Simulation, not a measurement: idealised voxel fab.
A process module follows: voxel ribs on slabs.
Pictured: cross-section cut, 235 nm wide, on a grid of 5 nm square cells.
Just so we're on the same page, the cross-sections are grids of square cells, and they're listed out in bands top to bottom, each band one or more rows deep.
Band: top height; bottom height; in nm. Then, left to right: material with width in nm, for each material. "throughout": a single material spanning edge to edge. "empty": empty space.
A quick word on heights: they are counted from 0, and under that level the wafer as it came to us is one material throughout. The lowest band is different from the rest in having no bottom; it simply continues downward, written as in "0 and below".
A two-number width, for instance "30 to 40", indicates that the width is equal to the first number in the top row of the band and to the second number in the bottom row, and that it changes by a constant amount per row of cells.
"remained unchanged" for a step: no cell of the cross-section changed in that step.
Entry "Enclosed empty spaces". Content: empty spaces with no open connection to the top, size 8 cells or greater. Each: width x height at distance. Distance: from left edge. Unit: nm.
If you see something after the settings on a step's line, that's the simulator's own remark about that step.
What "overlay nm" on a step's line means: if the step has a mask, that mask lay this far to the right of its planned place, or, when the value is negative, to the left.
Here's what the planned process steps look like:
- 1: op RECEIVE | material Si
- 2: op DIRECTIONAL_DEP | material SiO2 | thk nm 25
- 3: op DIRECTIONAL_DEP | material polySi | thk nm 25
- 4: op DIRECTIONAL_DEP | material aC | thk nm 10
- 5: op PATTERN | tone cover | mask id RIB | material resist | width nm 25 | thk nm 25 | overlay nm 0
- 6: op DIRECTIONAL_ETCH | etch materials aC | depth nm 10
- 7: op STRIP | etch materials resist
- 8: op DIRECTIONAL_ETCH | etch materials polySi | depth nm 10
- 9: op STRIP | etch materials aC
- 10: op DIRECTIONAL_DEP | material aC | thk nm 15
- 11: op PATTERN | tone cover | mask id SLAB | material resist | width nm 65 | thk nm 35 | overlay nm 0
- 12: op DIRECTIONAL_ETCH | etch materials aC | depth nm 15
- 13: op STRIP | etch materials resist
- 14: op DIRECTIONAL_ETCH | etch materials polySi | depth nm 15
- 15: op STRIP | etch materials aC
- 16: op FILL_DEP | material SiO2 | thk nm 30
- 17: op CMP | height nm 60
- 18: op DIRECTIONAL_DEP | material W | thk nm 5
- 19: op PATTERN | tone cover | mask id HEATER | material resist | width nm 35 | thk nm 15 | overlay nm 0
- 20: op DIRECTIONAL_ETCH | etch materials W | depth nm 5
- 21: op STRIP | etch materials resist
- 22: op CONFORMAL_DEP | material SiN | thk nm 5
Among the wafers covered here, the point of difference is the height nm at step 17; their starting state is shared, and the plan presents the value of the first wafer.
Received wafers, first of several: cross-section after step 1:
* 0 and below = Si throughout
* Enclosed empty spaces: none
Here is how to read the rows: every wafer has a row, and it shows the wafer at the end of the module, giving for each material how many cells were gained (+) or lost (-) since the wafer was received, then listing its closed voids:
height nm 60 | +49 SiN | +515 SiO2 | +7 W | +49 polySi | Enclosed empty spaces: none
height nm 65 | +49 SiN | +562 SiO2 | +7 W | +49 polySi | Enclosed empty spaces: none
height nm 70 | +49 SiN | +609 SiO2 | +7 W | +49 polySi | Enclosed empty spaces: none
height nm 75 | +49 SiN | +656 SiO2 | +7 W | +49 polySi | Enclosed empty spaces: none
height nm 80 | +49 SiN | +703 SiO2 | +7 W | +49 polySi | Enclosed empty spaces: none
